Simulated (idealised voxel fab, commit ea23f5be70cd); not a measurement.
You're looking at the process module voxel gate over fins.
Pictured: cross-section cut, 220 nm wide, on a grid of 5 nm square cells.
We lay out every cross-section as a grid of square cells and spell it out in bands from the top down, where one band means one or more rows of cells.
In this notation a band is specified by the heights of its top and bottom, in that order and in nm, after which its materials appear from left to right, each paired with its width in nm. The word "edge to edge" attached to a single material means that material fills the band from edge to edge; the word "blank" stands for empty space.
Height reference: 0 = level under which incoming wafer is all one material. Lowest band: no bottom, runs on downward, e.g. "top 0, no bottom".
A width given as "30 to 40" starts at the first number in the band's top row and ends at the second number in its bottom row, shifting by an equal amount at every step from row to row.
Take "no modification" at face value: in the step it is given for, the cross-section changed in none of its cells.
So "Enclosed void list" is basically the list of trapped voids: any empty space of 8 cells or more that can't reach the top through an opening. They're written width x height at distance, the distance being from the left edge, and it's all nm.
The remark found on a step's line after its settings is issued by the simulator itself and pertains to that step.
overlay nm: step with mask; distance mask lay right of planned place; negative value = left of planned place.

### So here's the lineup of process steps we planned
1) RECEIVE | material Si
2) CONFORMAL_DEP | material SiN | thk nm 10
3) DIRECTIONAL_DEP | material aC | thk nm 15
4) PATTERN | tone cover | mask id FINS | material resist | width nm 15 | pitch nm 40 | thk nm 35 | overlay nm 0
5) DIRECTIONAL_ETCH | etch materials aC | depth nm 15
6) STRIP | etch materials resist
7) DIRECTIONAL_ETCH | etch materials SiN | depth nm 10
8) DIRECTIONAL_ETCH | etch materials Si | depth nm 40
9) STRIP | etch materials aC
10) OXIDIZE | depth nm 5
11) FILL_DEP | material SiO2 | thk nm 5
12) CMP | height nm 10
13) SELECTIVE_ETCH | etch materials SiO2 | depth nm 25
14) STRIP | etch materials SiN
15) CONFORMAL_DEP | material HfO2 | thk nm 5
16) CONFORMAL_DEP | material TiN | thk nm 5
17) CONFORMAL_DEP | material TiAl | thk nm 5
18) CONFORMAL_DEP | material TiN | thk nm 5
19) FILL_DEP | material W | thk nm 15
20) CMP | height nm 30
21) CONFORMAL_DEP | material SiCN | thk nm 5

### As-received wafer cross-section (after step 1)
* top 0, no bottom: Si edge to edge
* Enclosed void list: none

### Below is the wafer in cross-section after the module was completed. It began from the starting point shown above and followed the plan shown above, except that one mistake was made while running it
* top 35, bottom 30: SiCN edge to edge
* top 30, bottom 20: W edge to edge
* top 20, bottom 15: W=25 / TiAl=165 / W=30
* top 15, bottom 5: W=25 / TiAl=5 / TiN=35 / TiAl=5 / TiN=35 / TiAl=5 / TiN=35 / TiAl=5 / TiN=35 / TiAl=5 / W=30
* top 5, bottom 0: TiAl=30 / TiN=10 / HfO2=15 / TiN=10 / TiAl=5 / TiN=10 / HfO2=15 / TiN=10 / TiAl=5 / TiN=10 / HfO2=15 / TiN=10 / TiAl=5 / TiN=10 / HfO2=15 / TiN=10 / TiAl=35
* top 0, bottom -10: TiN=40 / HfO2=5 / Si=5 / HfO2=5 / TiN=25 / HfO2=5 / Si=5 / HfO2=5 / TiN=25 / HfO2=5 / Si=5 / HfO2=5 / TiN=25 / HfO2=5 / Si=5 / HfO2=5 / TiN=45
* top -10, bottom -15: HfO2=45 / Si=5 / HfO2=35 / Si=5 / HfO2=35 / Si=5 / HfO2=35 / Si=5 / HfO2=50
* top -15, bottom -45: SiO2=45 / Si=5 / SiO2=35 / Si=5 / SiO2=35 / Si=5 / SiO2=35 / Si=5 / SiO2=50
* top -45, no bottom: Si edge to edge
* Enclosed void list: none
Finding, execution versus plan: plan steps 17 and 18 run swapped
